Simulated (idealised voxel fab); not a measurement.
Documented hereafter: the process module known as voxel self aligned vias.
Cross-section cut spans 195 nm and uses square cells 5 nm in size.
Bands, listed from the top down, are how a cross-section gets written in this document; the cross-section itself is a grid of square cells, and a band is one or more rows of them.
Band: top and bottom heights (nm) first, top before bottom; then materials from left to right, widths in nm. "edge to edge" marks a sole material filling the band edge to edge. "blank" denotes empty space.
Beneath 0, the wafer as received is one material, and that level is where height counting begins. The lowest band goes on downward without a bottom; it is written like "0 -> down".
A width given as "30 to 40" starts at the first number in the band's top row and ends at the second number in its bottom row, shifting by an equal amount at every step from row to row.
"remains unaltered" means the step left every cell of the cross-section as it was.
The entry "Voids, fully enclosed" lists the empty spaces that cover at least 8 cells and have no open path to the top. Each is written as width x height at distance, where the distance is measured from the left edge and all three values are in nm.
Step line, after settings: the simulator's comment on this step.
A step's line can hold "overlay nm"; with a mask on that step, the setting says how far right of the planned place the mask lay, while a negative setting says it lay to the left.
So here's the lineup of process steps we planned:
1 RECEIVE: material Si
2 CONFORMAL_DEP: material SiO2, thk nm 10
3 CONFORMAL_DEP: material SiCN, thk nm 5
4 DIRECTIONAL_DEP: material lowk, thk nm 25
5 PATTERN: tone open, mask id LINES, material resist, width nm 25, pitch nm 65, thk nm 15, overlay nm -15
6 DIRECTIONAL_ETCH: etch materials lowk, depth nm 25
7 STRIP: etch materials resist
8 CONFORMAL_DEP: material TiN, thk nm 5
9 FILL_DEP: material W, thk nm 5
10 CMP: height nm 40
11 SELECTIVE_ETCH: etch materials W Ru TiN, depth nm 5
12 FILL_DEP: material SiN, thk nm 5
13 CMP: height nm 40
14 DIRECTIONAL_DEP: material lowk, thk nm 20
15 PATTERN: tone open, mask id VIAS, material resist, width nm 35, pitch nm 65, thk nm 15, overlay nm 0
16 DIRECTIONAL_ETCH: etch materials lowk, depth nm 20
17 DIRECTIONAL_ETCH: etch materials SiN, depth nm 5
18 STRIP: etch materials resist
19 CONFORMAL_DEP: material TiN, thk nm 5
20 FILL_DEP: material Ru, thk nm 10
21 CMP: height nm 60
22 CONFORMAL_DEP: material SiCN, thk nm 5
The value of overlay nm given for step 5 in the plan refers to the first wafer; the wafers vary in this setting and are alike at the start.
Received wafers, first of several: cross-section after step 1:
> 0 -> down | Si edge to edge
> Voids, fully enclosed: none
Quick key for the table: a row per wafer, taken at the end of the module. For each material it tells you how many cells the wafer gained (+) or lost (-) since it came in, and the closed voids come after:
overlay nm -15; +32 Ru; +78 SiCN; +4 SiN; +78 SiO2; +52 TiN; +18 W; +245 lowk; Voids, fully enclosed: none
overlay nm -10; +34 Ru; +78 SiCN; +2 SiN; +78 SiO2; +52 TiN; +18 W; +245 lowk; Voids, fully enclosed: none
overlay nm -5; +36 Ru; +78 SiCN; +78 SiO2; +52 TiN; +18 W; +245 lowk; Voids, fully enclosed: none
overlay nm 0; +36 Ru; +78 SiCN; +78 SiO2; +52 TiN; +18 W; +245 lowk; Voids, fully enclosed: none
overlay nm 5; +36 Ru; +78 SiCN; +78 SiO2; +52 TiN; +18 W; +245 lowk; Voids, fully enclosed: none
overlay nm 10; +34 Ru; +78 SiCN; +2 SiN; +78 SiO2; +52 TiN; +18 W; +245 lowk; Voids, fully enclosed: none
overlay nm 15; +32 Ru; +78 SiCN; +4 SiN; +78 SiO2; +52 TiN; +18 W; +245 lowk; Voids, fully enclosed: none
